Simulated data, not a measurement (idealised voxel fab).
Process module heading - voxel self aligned contacts
In the cross-section labelled cut, the width is 250 nm and each square cell is 5 nm.
If you're reading a cross-section in this doc, picture square cells in a grid; it comes to you as bands, top ones listed first down to the bottom, and a band can be one or more rows of cells.
Top, bottom (nm), then materials left to right with widths (nm); lone material tagged "throughout" fills the whole band edge to edge; "blank" = empty space.
Height reference: 0 = level under which incoming wafer is all one material. Lowest band: no bottom, runs on downward, e.g. "0 nm and below".
Width "30..40": first value at the band's top row of cells, second value at its bottom row, equal change from row to row.
When a step is marked "stayed the same", none of the cells in the cross-section changed during that step.
"Enclosed internal voids": empty spaces of 8 cells or more with no open way to the top, each given as width x height at distance, distance from the left edge, all in nm.
It should be noted that, on the line of a given step, the content following the step's settings is a remark produced by the simulator itself with respect to that step.
Among the settings permitted on a step's line is "overlay nm"; applied to a step with a mask, it specifies the extent to which the mask lay to the right of its planned position, whereas a negative figure signifies a position to the left.
Reading key. Pairs: pre-step and post-step cross-section, one process step apart; post-step view only to lowest changed band. Step between + settings: beneath pair. Runs: pairs may be from different runs of this module, same starting wafer. Continuation from pair above: only where "Geometry before processing" entry says.

### Geometry before processing
	0 nm and below = Si throughout
	Enclosed internal voids: none

### Post-Step Snapshot
	0 nm to -5 nm = SiO2 throughout
	Everything under -5 stays put, no change at all.
	Enclosed internal voids: none
Step between the cross-sections above: OXIDIZE | depth nm 5

Geometry before processing: The structure entering this step is exactly what the pair just above shows after its step.

### Post-Step Snapshot
	30 nm to 0 nm = polySi throughout
	Everything under 0 stays put, no change at all.
	Enclosed internal voids: none
Step between the cross-sections above: DIRECTIONAL_DEP | material polySi | thk nm 30

Geometry before processing: The structure entering this step is exactly what the pair just above shows after its step.

### Post-Step Snapshot
	50 nm to 30 nm = SiN throughout
	Everything under 30 stays put, no change at all.
	Enclosed internal voids: none
Step between the cross-sections above: DIRECTIONAL_DEP | material SiN | thk nm 20

Geometry before processing: The structure entering this step is exactly what the pair just above shows after its step.

### Post-Step Snapshot
	65 nm to 50 nm = aC throughout
	Everything under 50 stays put, no change at all.
	Enclosed internal voids: none
Step between the cross-sections above: DIRECTIONAL_DEP | material aC | thk nm 15

Geometry before processing: The structure entering this step is exactly what the pair just above shows after its step.

### Post-Step Snapshot
	95 nm to 65 nm = 40 of blank | 35 of resist | 30 of blank | 35 of resist | 30 of blank | 35 of resist | 45 of blank
	Everything under 65 stays put, no change at all.
	Enclosed internal voids: none
Step between the cross-sections above: PATTERN | tone cover | mask id GATE | material resist | width nm 35 | pitch nm 65 | thk nm 30 | overlay nm 0

Geometry before processing: The structure entering this step is exactly what the pair just above shows after its step.

### Post-Step Snapshot
	80 nm to 65 nm = 40 of blank | 35 of resist | 30 of blank | 35 of resist | 30 of blank | 35 of resist | 45 of blank
	65 nm to 50 nm = 40 of blank | 35 of aC | 30 of blank | 35 of aC | 30 of blank | 35 of aC | 45 of blank
	Everything under 50 stays put, no change at all.
	Enclosed internal voids: none
Step between the cross-sections above: DIRECTIONAL_ETCH | etch materials aC | depth nm 15

Geometry before processing: The structure entering this step is exactly what the pair just above shows after its step.

### Post-Step Snapshot
	65 nm to 50 nm = 40 of blank | 35 of aC | 30 of blank | 35 of aC | 30 of blank | 35 of aC | 45 of blank
	Everything under 50 stays put, no change at all.
	Enclosed internal voids: none
Step between the cross-sections above: STRIP | etch materials resist

Geometry before processing: The structure entering this step is exactly what the pair just above shows after its step.

### Post-Step Snapshot
	65 nm to 50 nm = 40 of blank | 35 of aC | 30 of blank | 35 of aC | 30 of blank | 35 of aC | 45 of blank
	50 nm to 30 nm = 40 of blank | 35 of SiN | 30 of blank | 35 of SiN | 30 of blank | 35 of SiN | 45 of blank
	Everything under 30 stays put, no change at all.
	Enclosed internal voids: none
Step between the cross-sections above: DIRECTIONAL_ETCH | etch materials SiN | depth nm 20

Geometry before processing: The structure entering this step is exactly what the pair just above shows after its step.

### Post-Step Snapshot
	65 nm to 50 nm = 40 of blank | 35 of aC | 30 of blank | 35 of aC | 30 of blank | 35 of aC | 45 of blank
	50 nm to 30 nm = 40 of blank | 35 of SiN | 30 of blank | 35 of SiN | 30 of blank | 35 of SiN | 45 of blank
	30 nm to 0 nm = 40 of blank | 35 of polySi | 30 of blank | 35 of polySi | 30 of blank | 35 of polySi | 45 of blank
	Everything under 0 stays put, no change at all.
	Enclosed internal voids: none
Step between the cross-sections above: DIRECTIONAL_ETCH | etch materials polySi | depth nm 30

Geometry before processing: The structure entering this step is exactly what the pair just above shows after its step.

### Post-Step Snapshot
	50 nm to 30 nm = 40 of blank | 35 of SiN | 30 of blank | 35 of SiN | 30 of blank | 35 of SiN | 45 of blank
	Everything under 30 stays put, no change at all.
	Enclosed internal voids: none
Step between the cross-sections above: STRIP | etch materials aC

Geometry before processing: The structure entering this step is exactly what the pair just above shows after its step.

### Post-Step Snapshot
	55 nm to 30 nm = 35 of blank | 45 of SiN | 20 of blank | 45 of SiN | 20 of blank | 45 of SiN | 40 of blank
	30 nm to 5 nm = 35 of blank | 5 of SiN | 35 of polySi | 5 of SiN | 20 of blank | 5 of SiN | 35 of polySi | 5 of SiN | 20 of blank | 5 of SiN | 35 of polySi | 5 of SiN | 40 of blank
	5 nm to 0 nm = 40 of SiN | 35 of polySi | 30 of SiN | 35 of polySi | 30 of SiN | 35 of polySi | 45 of SiN
	Everything under 0 stays put, no change at all.
	Enclosed internal voids: none
Step between the cross-sections above: CONFORMAL_DEP | material SiN | thk nm 5

Geometry before processing: The structure entering this step is exactly what the pair just above shows after its step.

### Post-Step Snapshot
	50 nm to 30 nm = 35 of blank | 45 of SiN | 20 of blank | 45 of SiN | 20 of blank | 45 of SiN | 40 of blank
	30 nm to 0 nm = 35 of blank | 5 of SiN | 35 of polySi | 5 of SiN | 20 of blank | 5 of SiN | 35 of polySi | 5 of SiN | 20 of blank | 5 of SiN | 35 of polySi | 5 of SiN | 40 of blank
	Everything under 0 stays put, no change at all.
	Enclosed internal voids: none
Step between the cross-sections above: DIRECTIONAL_ETCH | etch materials SiN | depth nm 5

Geometry before processing: The structure entering this step is exactly what the pair just above shows after its step.

### Post-Step Snapshot
	70 nm to 50 nm = SiO2 throughout
	50 nm to 30 nm = 35 of SiO2 | 45 of SiN | 20 of SiO2 | 45 of SiN | 20 of SiO2 | 45 of SiN | 40 of SiO2
	30 nm to 0 nm = 35 of SiO2 | 5 of SiN | 35 of polySi | 5 of SiN | 20 of SiO2 | 5 of SiN | 35 of polySi | 5 of SiN | 20 of SiO2 | 5 of SiN | 35 of polySi | 5 of SiN | 40 of SiO2
	Everything under 0 stays put, no change at all.
	Enclosed internal voids: none
Step between the cross-sections above: FILL_DEP | material SiO2 | thk nm 20

Geometry before processing: The structure entering this step is exactly what the pair just above shows after its step.

### Post-Step Snapshot
	60 nm to 50 nm = SiO2 throughout
	Everything under 50 stays put, no change at all.
	Enclosed internal voids: none
Step between the cross-sections above: CMP | height nm 60

Geometry before processing: The structure entering this step is exactly what the pair just above shows after its step.

### Post-Step Snapshot
	75 nm to 60 nm = aC throughout
	Everything under 60 stays put, no change at all.
	Enclosed internal voids: none
Step between the cross-sections above: DIRECTIONAL_DEP | material aC | thk nm 15

Geometry before processing: The structure entering this step is exactly what the pair just above shows after its step.

### Post-Step Snapshot
	105 nm to 75 nm = 70 of resist | 40 of blank | 25 of resist | 40 of blank | 75 of resist
	Everything under 75 stays put, no change at all.
	Enclosed internal voids: none
Step between the cross-sections above: PATTERN | tone open | mask id CONTACT | material resist | width nm 40 | pitch nm 65 | thk nm 30 | overlay nm 0

Geometry before processing: The structure entering this step is exactly what the pair just above shows after its step.

### Post-Step Snapshot
	90 nm to 75 nm = 70 of resist | 40 of blank | 25 of resist | 40 of blank | 75 of resist
	75 nm to 60 nm = 70 of aC | 40 of blank | 25 of aC | 40 of blank | 75 of aC
	Everything under 60 stays put, no change at all.
	Enclosed internal voids: none
Step between the cross-sections above: DIRECTIONAL_ETCH | etch materials aC | depth nm 15

Geometry before processing: The structure entering this step is exactly what the pair just above shows after its step.

### Post-Step Snapshot
	75 nm to 60 nm = 70 of aC | 40 of blank | 25 of aC | 40 of blank | 75 of aC
	Everything under 60 stays put, no change at all.
	Enclosed internal voids: none
Step between the cross-sections above: STRIP | etch materials resist

Geometry before processing: The structure entering this step is exactly what the pair just above shows after its step.

### Post-Step Snapshot
	75 nm to 60 nm = 70 of aC | 40 of blank | 25 of aC | 40 of blank | 75 of aC
	60 nm to 50 nm = 70 of SiO2 | 40 of blank | 25 of SiO2 | 40 of blank | 75 of SiO2
	50 nm to 30 nm = 35 of SiO2 | 45 of SiN | 20 of blank | 45 of SiN | 20 of blank | 45 of SiN | 40 of SiO2
	30 nm to 0 nm = 35 of SiO2 | 5 of SiN | 35 of polySi | 5 of SiN | 20 of blank | 5 of SiN | 35 of polySi | 5 of SiN | 20 of blank | 5 of SiN | 35 of polySi | 5 of SiN | 40 of SiO2
	0 nm to -5 nm = 80 of SiO2 | 20 of blank | 45 of SiO2 | 20 of blank | 85 of SiO2
	Everything under -5 stays put, no change at all.
	Enclosed internal voids: none
Step between the cross-sections above: DIRECTIONAL_ETCH | etch materials SiO2 | depth nm 65

Geometry before processing: The structure entering this step is exactly what the pair just above shows after its step.

### Post-Step Snapshot
	60 nm to 50 nm = 70 of SiO2 | 40 of blank | 25 of SiO2 | 40 of blank | 75 of SiO2
	Everything under 50 stays put, no change at all.
	Enclosed internal voids: none
Step between the cross-sections above: STRIP | etch materials aC

Geometry before processing: The structure entering this step is exactly what the pair just above shows after its step.

### Post-Step Snapshot
	65 nm to 60 nm = 75 of TiN | 30 of blank | 35 of TiN | 30 of blank | 80 of TiN
	60 nm to 50 nm = 70 of SiO2 | 5..15 of TiN | 30..10 of blank | 5..15 of TiN | 25 of SiO2 | 5..15 of TiN | 30..10 of blank | 5..15 of TiN | 75 of SiO2
	50 nm to 30 nm = 35 of SiO2 | 45 of SiN | 5 of TiN | 10 of blank | 5 of TiN | 45 of SiN | 5 of TiN | 10 of blank | 5 of TiN | 45 of SiN | 40 of SiO2
	30 nm to 0 nm = 35 of SiO2 | 5 of SiN | 35 of polySi | 5 of SiN | 5 of TiN | 10 of blank | 5 of TiN | 5 of SiN | 35 of polySi | 5 of SiN | 5 of TiN | 10 of blank | 5 of TiN | 5 of SiN | 35 of polySi | 5 of SiN | 40 of SiO2
	0 nm to -5 nm = 80 of SiO2 | 20 of TiN | 45 of SiO2 | 20 of TiN | 85 of SiO2
	Everything under -5 stays put, no change at all.
	Enclosed internal voids: none
Step between the cross-sections above: CONFORMAL_DEP | material TiN | thk nm 5

Geometry before processing: The structure entering this step is exactly what the pair just above shows after its step.

### Post-Step Snapshot
	70 nm to 65 nm = Ru throughout
	65 nm to 60 nm = 75 of TiN | 30 of Ru | 35 of TiN | 30 of Ru | 80 of TiN
	60 nm to 50 nm = 70 of SiO2 | 5..15 of TiN | 30..10 of Ru | 5..15 of TiN | 25 of SiO2 | 5..15 of TiN | 30..10 of Ru | 5..15 of TiN | 75 of SiO2
	50 nm to 30 nm = 35 of SiO2 | 45 of SiN | 5 of TiN | 10 of Ru | 5 of TiN | 45 of SiN | 5 of TiN | 10 of Ru | 5 of TiN | 45 of SiN | 40 of SiO2
	30 nm to 0 nm = 35 of SiO2 | 5 of SiN | 35 of polySi | 5 of SiN | 5 of TiN | 10 of Ru | 5 of TiN | 5 of SiN | 35 of polySi | 5 of SiN | 5 of TiN | 10 of Ru | 5 of TiN | 5 of SiN | 35 of polySi | 5 of SiN | 40 of SiO2
	Everything under 0 stays put, no change at all.
	Enclosed internal voids: none
Step between the cross-sections above: FILL_DEP | material Ru | thk nm 5

Geometry before processing: The structure entering this step is exactly what the pair just above shows after its step.

### Post-Step Snapshot
	60 nm to 50 nm = 70 of SiO2 | 5..15 of TiN | 30..10 of Ru | 5..15 of TiN | 25 of SiO2 | 5..15 of TiN | 30..10 of Ru | 5..15 of TiN | 75 of SiO2
	Everything under 50 stays put, no change at all.
	Enclosed internal voids: none
Step between the cross-sections above: CMP | height nm 60

Geometry before processing: The structure entering this step is exactly what the pair just above shows after its step.

### Post-Step Snapshot
	65 nm to 60 nm = SiCN throughout
	Everything under 60 stays put, no change at all.
	Enclosed internal voids: none
Step between the cross-sections above: CONFORMAL_DEP | material SiCN | thk nm 5

### Geometry before processing
	50 nm to 30 nm = 40 of blank | 35 of SiN | 30 of blank | 35 of SiN | 30 of blank | 35 of SiN | 45 of blank
	30 nm to 0 nm = 40 of blank | 35 of polySi | 30 of blank | 35 of polySi | 30 of blank | 35 of polySi | 45 of blank
	0 nm to -5 nm = SiO2 throughout
	-5 nm and below = Si throughout
	Enclosed internal voids: none

### Post-Step Snapshot
	45 nm to 30 nm = 40 of blank | 35 of SiN | 30 of blank | 35 of SiN | 30 of blank | 35 of SiN | 45 of blank
	Everything under 30 stays put, no change at all.
	Enclosed internal voids: none
Step between the cross-sections above: DIRECTIONAL_ETCH | etch materials SiN | depth nm 5

Geometry before processing: The structure entering this step is exactly what the pair just above shows after its step.

### Post-Step Snapshot
	65 nm to 45 nm = SiO2 throughout
	45 nm to 30 nm = 40 of SiO2 | 35 of SiN | 30 of SiO2 | 35 of SiN | 30 of SiO2 | 35 of SiN | 45 of SiO2
	30 nm to 0 nm = 40 of SiO2 | 35 of polySi | 30 of SiO2 | 35 of polySi | 30 of SiO2 | 35 of polySi | 45 of SiO2
	Everything under 0 stays put, no change at all.
	Enclosed internal voids: none
Step between the cross-sections above: FILL_DEP | material SiO2 | thk nm 20

Geometry before processing: The structure entering this step is exactly what the pair just above shows after its step.

### Post-Step Snapshot
	60 nm to 45 nm = SiO2 throughout
	Everything under 45 stays put, no change at all.
	Enclosed internal voids: none
Step between the cross-sections above: CMP | height nm 60

Geometry before processing: The structure entering this step is exactly what the pair just above shows after its step.

### Post-Step Snapshot
	75 nm to 60 nm = aC throughout
	Everything under 60 stays put, no change at all.
	Enclosed internal voids: none
Step between the cross-sections above: DIRECTIONAL_DEP | material aC | thk nm 15

Geometry before processing: The structure entering this step is exactly what the pair just above shows after its step.

### Post-Step Snapshot
	105 nm to 75 nm = 70 of resist | 40 of blank | 25 of resist | 40 of blank | 75 of resist
	Everything under 75 stays put, no change at all.
	Enclosed internal voids: none
Step between the cross-sections above: PATTERN | tone open | mask id CONTACT | material resist | width nm 40 | pitch nm 65 | thk nm 30 | overlay nm 0

Geometry before processing: The structure entering this step is exactly what the pair just above shows after its step.

### Post-Step Snapshot
	90 nm to 75 nm = 70 of resist | 40 of blank | 25 of resist | 40 of blank | 75 of resist
	75 nm to 60 nm = 70 of aC | 40 of blank | 25 of aC | 40 of blank | 75 of aC
	Everything under 60 stays put, no change at all.
	Enclosed internal voids: none
Step between the cross-sections above: DIRECTIONAL_ETCH | etch materials aC | depth nm 15

Geometry before processing: The structure entering this step is exactly what the pair just above shows after its step.

### Post-Step Snapshot
	75 nm to 60 nm = 70 of aC | 40 of blank | 25 of aC | 40 of blank | 75 of aC
	Everything under 60 stays put, no change at all.
	Enclosed internal voids: none
Step between the cross-sections above: STRIP | etch materials resist

Geometry before processing: The structure entering this step is exactly what the pair just above shows after its step.

### Post-Step Snapshot
	75 nm to 60 nm = 70 of aC | 40 of blank | 25 of aC | 40 of blank | 75 of aC
	60 nm to 45 nm = 70 of SiO2 | 40 of blank | 25 of SiO2 | 40 of blank | 75 of SiO2
	45 nm to 30 nm = 40 of SiO2 | 35 of SiN | 30 of blank | 35 of SiN | 30 of blank | 35 of SiN | 45 of SiO2
	30 nm to 0 nm = 40 of SiO2 | 35 of polySi | 30 of blank | 35 of polySi | 30 of blank | 35 of polySi | 45 of SiO2
	0 nm to -5 nm = 75 of SiO2 | 30 of blank | 35 of SiO2 | 30 of blank | 80 of SiO2
	Everything under -5 stays put, no change at all.
	Enclosed internal voids: none
Step between the cross-sections above: DIRECTIONAL_ETCH | etch materials SiO2 | depth nm 65

Geometry before processing: The structure entering this step is exactly what the pair just above shows after its step.

### Post-Step Snapshot
	60 nm to 45 nm = 70 of SiO2 | 40 of blank | 25 of SiO2 | 40 of blank | 75 of SiO2
	Everything under 45 stays put, no change at all.
	Enclosed internal voids: none
Step between the cross-sections above: STRIP | etch materials aC

Geometry before processing: The structure entering this step is exactly what the pair just above shows after its step.

### Post-Step Snapshot
	65 nm to 60 nm = 75 of TiN | 30 of blank | 35 of TiN | 30 of blank | 80 of TiN
	60 nm to 50 nm = 70 of SiO2 | 5 of TiN | 30 of blank | 5 of TiN | 25 of SiO2 | 5 of TiN | 30 of blank | 5 of TiN | 75 of SiO2
	50 nm to 45 nm = 70 of SiO2 | 10 of TiN | 20 of blank | 10 of TiN | 25 of SiO2 | 10 of TiN | 20 of blank | 10 of TiN | 75 of SiO2
	45 nm to 30 nm = 40 of SiO2 | 35 of SiN | 5 of TiN | 20 of blank | 5 of TiN | 35 of SiN | 5 of TiN | 20 of blank | 5 of TiN | 35 of SiN | 45 of SiO2
	30 nm to 0 nm = 40 of SiO2 | 35 of polySi | 5 of TiN | 20 of blank | 5 of TiN | 35 of polySi | 5 of TiN | 20 of blank | 5 of TiN | 35 of polySi | 45 of SiO2
	0 nm to -5 nm = 75 of SiO2 | 30 of TiN | 35 of SiO2 | 30 of TiN | 80 of SiO2
	Everything under -5 stays put, no change at all.
	Enclosed internal voids: none
Step between the cross-sections above: CONFORMAL_DEP | material TiN | thk nm 5

Geometry before processing: The structure entering this step is exactly what the pair just above shows after its step.

### Post-Step Snapshot
	70 nm to 65 nm = Ru throughout
	65 nm to 60 nm = 75 of TiN | 30 of Ru | 35 of TiN | 30 of Ru | 80 of TiN
	60 nm to 50 nm = 70 of SiO2 | 5 of TiN | 30 of Ru | 5 of TiN | 25 of SiO2 | 5 of TiN | 30 of Ru | 5 of TiN | 75 of SiO2
	50 nm to 45 nm = 70 of SiO2 | 10 of TiN | 20 of Ru | 10 of TiN | 25 of SiO2 | 10 of TiN | 20 of Ru | 10 of TiN | 75 of SiO2
	45 nm to 30 nm = 40 of SiO2 | 35 of SiN | 5 of TiN | 20 of Ru | 5 of TiN | 35 of SiN | 5 of TiN | 20 of Ru | 5 of TiN | 35 of SiN | 45 of SiO2
	30 nm to 0 nm = 40 of SiO2 | 35 of polySi | 5 of TiN | 20 of Ru | 5 of TiN | 35 of polySi | 5 of TiN | 20 of Ru | 5 of TiN | 35 of polySi | 45 of SiO2
	Everything under 0 stays put, no change at all.
	Enclosed internal voids: none
Step between the cross-sections above: FILL_DEP | material Ru | thk nm 5

Geometry before processing: The structure entering this step is exactly what the pair just above shows after its step.

### Post-Step Snapshot
	60 nm to 50 nm = 70 of SiO2 | 5 of TiN | 30 of Ru | 5 of TiN | 25 of SiO2 | 5 of TiN | 30 of Ru | 5 of TiN | 75 of SiO2
	Everything under 50 stays put, no change at all.
	Enclosed internal voids: none
Step between the cross-sections above: CMP | height nm 60

Geometry before processing: The structure entering this step is exactly what the pair just above shows after its step.

### Post-Step Snapshot
	65 nm to 60 nm = SiCN throughout
	Everything under 60 stays put, no change at all.
	Enclosed internal voids: none
Step between the cross-sections above: CONFORMAL_DEP | material SiCN | thk nm 5

### Geometry before processing
	30 nm to 0 nm = polySi throughout
	0 nm to -5 nm = SiO2 throughout
	-5 nm and below = Si throughout
	Enclosed internal voids: none

### Post-Step Snapshot
	60 nm to 0 nm = polySi throughout
	Everything under 0 stays put, no change at all.
	Enclosed internal voids: none
Step between the cross-sections above: DIRECTIONAL_DEP | material polySi | thk nm 30

Geometry before processing: The structure entering this step is exactly what the pair just above shows after its step.

### Post-Step Snapshot
	80 nm to 60 nm = SiN throughout
	Everything under 60 stays put, no change at all.
	Enclosed internal voids: none
Step between the cross-sections above: DIRECTIONAL_DEP | material SiN | thk nm 20

Geometry before processing: The structure entering this step is exactly what the pair just above shows after its step.

### Post-Step Snapshot
	95 nm to 80 nm = aC throughout
	Everything under 80 stays put, no change at all.
	Enclosed internal voids: none
Step between the cross-sections above: DIRECTIONAL_DEP | material aC | thk nm 15

Geometry before processing: The structure entering this step is exactly what the pair just above shows after its step.

### Post-Step Snapshot
	125 nm to 95 nm = 40 of blank | 35 of resist | 30 of blank | 35 of resist | 30 of blank | 35 of resist | 45 of blank
	Everything under 95 stays put, no change at all.
	Enclosed internal voids: none
Step between the cross-sections above: PATTERN | tone cover | mask id GATE | material resist | width nm 35 | pitch nm 65 | thk nm 30 | overlay nm 0

Geometry before processing: The structure entering this step is exactly what the pair just above shows after its step.

### Post-Step Snapshot
	110 nm to 95 nm = 40 of blank | 35 of resist | 30 of blank | 35 of resist | 30 of blank | 35 of resist | 45 of blank
	95 nm to 80 nm = 40 of blank | 35 of aC | 30 of blank | 35 of aC | 30 of blank | 35 of aC | 45 of blank
	Everything under 80 stays put, no change at all.
	Enclosed internal voids: none
Step between the cross-sections above: DIRECTIONAL_ETCH | etch materials aC | depth nm 15

Geometry before processing: The structure entering this step is exactly what the pair just above shows after its step.

### Post-Step Snapshot
	95 nm to 80 nm = 40 of blank | 35 of aC | 30 of blank | 35 of aC | 30 of blank | 35 of aC | 45 of blank
	Everything under 80 stays put, no change at all.
	Enclosed internal voids: none
Step between the cross-sections above: STRIP | etch materials resist

Geometry before processing: The structure entering this step is exactly what the pair just above shows after its step.

### Post-Step Snapshot
	95 nm to 80 nm = 40 of blank | 35 of aC | 30 of blank | 35 of aC | 30 of blank | 35 of aC | 45 of blank
	80 nm to 60 nm = 40 of blank | 35 of SiN | 30 of blank | 35 of SiN | 30 of blank | 35 of SiN | 45 of blank
	Everything under 60 stays put, no change at all.
	Enclosed internal voids: none
Step between the cross-sections above: DIRECTIONAL_ETCH | etch materials SiN | depth nm 20

Geometry before processing: The structure entering this step is exactly what the pair just above shows after its step.

### Post-Step Snapshot
	95 nm to 80 nm = 40 of blank | 35 of aC | 30 of blank | 35 of aC | 30 of blank | 35 of aC | 45 of blank
	80 nm to 60 nm = 40 of blank | 35 of SiN | 30 of blank | 35 of SiN | 30 of blank | 35 of SiN | 45 of blank
	60 nm to 30 nm = 40 of blank | 35 of polySi | 30 of blank | 35 of polySi | 30 of blank | 35 of polySi | 45 of blank
	Everything under 30 stays put, no change at all.
	Enclosed internal voids: none
Step between the cross-sections above: DIRECTIONAL_ETCH | etch materials polySi | depth nm 30

Geometry before processing: The structure entering this step is exactly what the pair just above shows after its step.

### Post-Step Snapshot
	80 nm to 60 nm = 40 of blank | 35 of SiN | 30 of blank | 35 of SiN | 30 of blank | 35 of SiN | 45 of blank
	Everything under 60 stays put, no change at all.
	Enclosed internal voids: none
Step between the cross-sections above: STRIP | etch materials aC

Geometry before processing: The structure entering this step is exactly what the pair just above shows after its step.

### Post-Step Snapshot
	85 nm to 60 nm = 35 of blank | 45 of SiN | 20 of blank | 45 of SiN | 20 of blank | 45 of SiN | 40 of blank
	60 nm to 35 nm = 35 of blank | 5 of SiN | 35 of polySi | 5 of SiN | 20 of blank | 5 of SiN | 35 of polySi | 5 of SiN | 20 of blank | 5 of SiN | 35 of polySi | 5 of SiN | 40 of blank
	35 nm to 30 nm = 40 of SiN | 35 of polySi | 30 of SiN | 35 of polySi | 30 of SiN | 35 of polySi | 45 of SiN
	Everything under 30 stays put, no change at all.
	Enclosed internal voids: none
Step between the cross-sections above: CONFORMAL_DEP | material SiN | thk nm 5

Geometry before processing: The structure entering this step is exactly what the pair just above shows after its step.

### Post-Step Snapshot
	80 nm to 60 nm = 35 of blank | 45 of SiN | 20 of blank | 45 of SiN | 20 of blank | 45 of SiN | 40 of blank
	60 nm to 30 nm = 35 of blank | 5 of SiN | 35 of polySi | 5 of SiN | 20 of blank | 5 of SiN | 35 of polySi | 5 of SiN | 20 of blank | 5 of SiN | 35 of polySi | 5 of SiN | 40 of blank
	Everything under 30 stays put, no change at all.
	Enclosed internal voids: none
Step between the cross-sections above: DIRECTIONAL_ETCH | etch materials SiN | depth nm 5

Geometry before processing: The structure entering this step is exactly what the pair just above shows after its step.

### Post-Step Snapshot
	100 nm to 80 nm = SiO2 throughout
	80 nm to 60 nm = 35 of SiO2 | 45 of SiN | 20 of SiO2 | 45 of SiN | 20 of SiO2 | 45 of SiN | 40 of SiO2
	60 nm to 30 nm = 35 of SiO2 | 5 of SiN | 35 of polySi | 5 of SiN | 20 of SiO2 | 5 of SiN | 35 of polySi | 5 of SiN | 20 of SiO2 | 5 of SiN | 35 of polySi | 5 of SiN | 40 of SiO2
	Everything under 30 stays put, no change at all.
	Enclosed internal voids: none
Step between the cross-sections above: FILL_DEP | material SiO2 | thk nm 20

Geometry before processing: The structure entering this step is exactly what the pair just above shows after its step.

### Post-Step Snapshot
	60 nm to 30 nm = 35 of SiO2 | 5 of SiN | 35 of polySi | 5 of SiN | 20 of SiO2 | 5 of SiN | 35 of polySi | 5 of SiN | 20 of SiO2 | 5 of SiN | 35 of polySi | 5 of SiN | 40 of SiO2
	Everything under 30 stays put, no change at all.
	Enclosed internal voids: none
Step between the cross-sections above: CMP | height nm 60

Geometry before processing: The structure entering this step is exactly what the pair just above shows after its step.

### Post-Step Snapshot
	75 nm to 60 nm = aC throughout
	Everything under 60 stays put, no change at all.
	Enclosed internal voids: none
Step between the cross-sections above: DIRECTIONAL_DEP | material aC | thk nm 15

Geometry before processing: The structure entering this step is exactly what the pair just above shows after its step.

### Post-Step Snapshot
	105 nm to 75 nm = 70 of resist | 40 of blank | 25 of resist | 40 of blank | 75 of resist
	Everything under 75 stays put, no change at all.
	Enclosed internal voids: none
Step between the cross-sections above: PATTERN | tone open | mask id CONTACT | material resist | width nm 40 | pitch nm 65 | thk nm 30 | overlay nm 0

Geometry before processing: The structure entering this step is exactly what the pair just above shows after its step.

### Post-Step Snapshot
	90 nm to 75 nm = 70 of resist | 40 of blank | 25 of resist | 40 of blank | 75 of resist
	75 nm to 60 nm = 70 of aC | 40 of blank | 25 of aC | 40 of blank | 75 of aC
	Everything under 60 stays put, no change at all.
	Enclosed internal voids: none
Step between the cross-sections above: DIRECTIONAL_ETCH | etch materials aC | depth nm 15

Geometry before processing: The structure entering this step is exactly what the pair just above shows after its step.

### Post-Step Snapshot
	75 nm to 60 nm = 70 of aC | 40 of blank | 25 of aC | 40 of blank | 75 of aC
	Everything under 60 stays put, no change at all.
	Enclosed internal voids: none
Step between the cross-sections above: STRIP | etch materials resist

Geometry before processing: The structure entering this step is exactly what the pair just above shows after its step.

### Post-Step Snapshot
	75 nm to 60 nm = 70 of aC | 40 of blank | 25 of aC | 40 of blank | 75 of aC
	60 nm to 30 nm = 35 of SiO2 | 5 of SiN | 35 of polySi | 5 of SiN | 20 of blank | 5 of SiN | 35 of polySi | 5 of SiN | 20 of blank | 5 of SiN | 35 of polySi | 5 of SiN | 40 of SiO2
	Everything under 30 stays put, no change at all.
	Enclosed internal voids: none
Step between the cross-sections above: DIRECTIONAL_ETCH | etch materials SiO2 | depth nm 65

Geometry before processing: The structure entering this step is exactly what the pair just above shows after its step.

### Post-Step Snapshot
	60 nm to 30 nm = 35 of SiO2 | 5 of SiN | 35 of polySi | 5 of SiN | 20 of blank | 5 of SiN | 35 of polySi | 5 of SiN | 20 of blank | 5 of SiN | 35 of polySi | 5 of SiN | 40 of SiO2
	Everything under 30 stays put, no change at all.
	Enclosed internal voids: none
Step between the cross-sections above: STRIP | etch materials aC

Geometry before processing: The structure entering this step is exactly what the pair just above shows after its step.

### Post-Step Snapshot
	65 nm to 60 nm = 85 of TiN | 10 of blank | 55 of TiN | 10 of blank | 90 of TiN
	60 nm to 35 nm = 35 of SiO2 | 5 of SiN | 35 of polySi | 5 of SiN | 5 of TiN | 10 of blank | 5 of TiN | 5 of SiN | 35 of polySi | 5 of SiN | 5 of TiN | 10 of blank | 5 of TiN | 5 of SiN | 35 of polySi | 5 of SiN | 40 of SiO2
	35 nm to 30 nm = 35 of SiO2 | 5 of SiN | 35 of polySi | 5 of SiN | 20 of TiN | 5 of SiN | 35 of polySi | 5 of SiN | 20 of TiN | 5 of SiN | 35 of polySi | 5 of SiN | 40 of SiO2
	Everything under 30 stays put, no change at all.
	Enclosed internal voids: none
Step between the cross-sections above: CONFORMAL_DEP | material TiN | thk nm 5

Geometry before processing: The structure entering this step is exactly what the pair just above shows after its step.

### Post-Step Snapshot
	70 nm to 65 nm = Ru throughout
	65 nm to 60 nm = 85 of TiN | 10 of Ru | 55 of TiN | 10 of Ru | 90 of TiN
	60 nm to 35 nm = 35 of SiO2 | 5 of SiN | 35 of polySi | 5 of SiN | 5 of TiN | 10 of Ru | 5 of TiN | 5 of SiN | 35 of polySi | 5 of SiN | 5 of TiN | 10 of Ru | 5 of TiN | 5 of SiN | 35 of polySi | 5 of SiN | 40 of SiO2
	Everything under 35 stays put, no change at all.
	Enclosed internal voids: none
Step between the cross-sections above: FILL_DEP | material Ru | thk nm 5

Geometry before processing: The structure entering this step is exactly what the pair just above shows after its step.

### Post-Step Snapshot
	60 nm to 35 nm = 35 of SiO2 | 5 of SiN | 35 of polySi | 5 of SiN | 5 of TiN | 10 of Ru | 5 of TiN | 5 of SiN | 35 of polySi | 5 of SiN | 5 of TiN | 10 of Ru | 5 of TiN | 5 of SiN | 35 of polySi | 5 of SiN | 40 of SiO2
	Everything under 35 stays put, no change at all.
	Enclosed internal voids: none
Step between the cross-sections above: CMP | height nm 60

Geometry before processing: The structure entering this step is exactly what the pair just above shows after its step.

### Post-Step Snapshot
	65 nm to 60 nm = SiCN throughout
	Everything under 60 stays put, no change at all.
	Enclosed internal voids: none
Step between the cross-sections above: CONFORMAL_DEP | material SiCN | thk nm 5
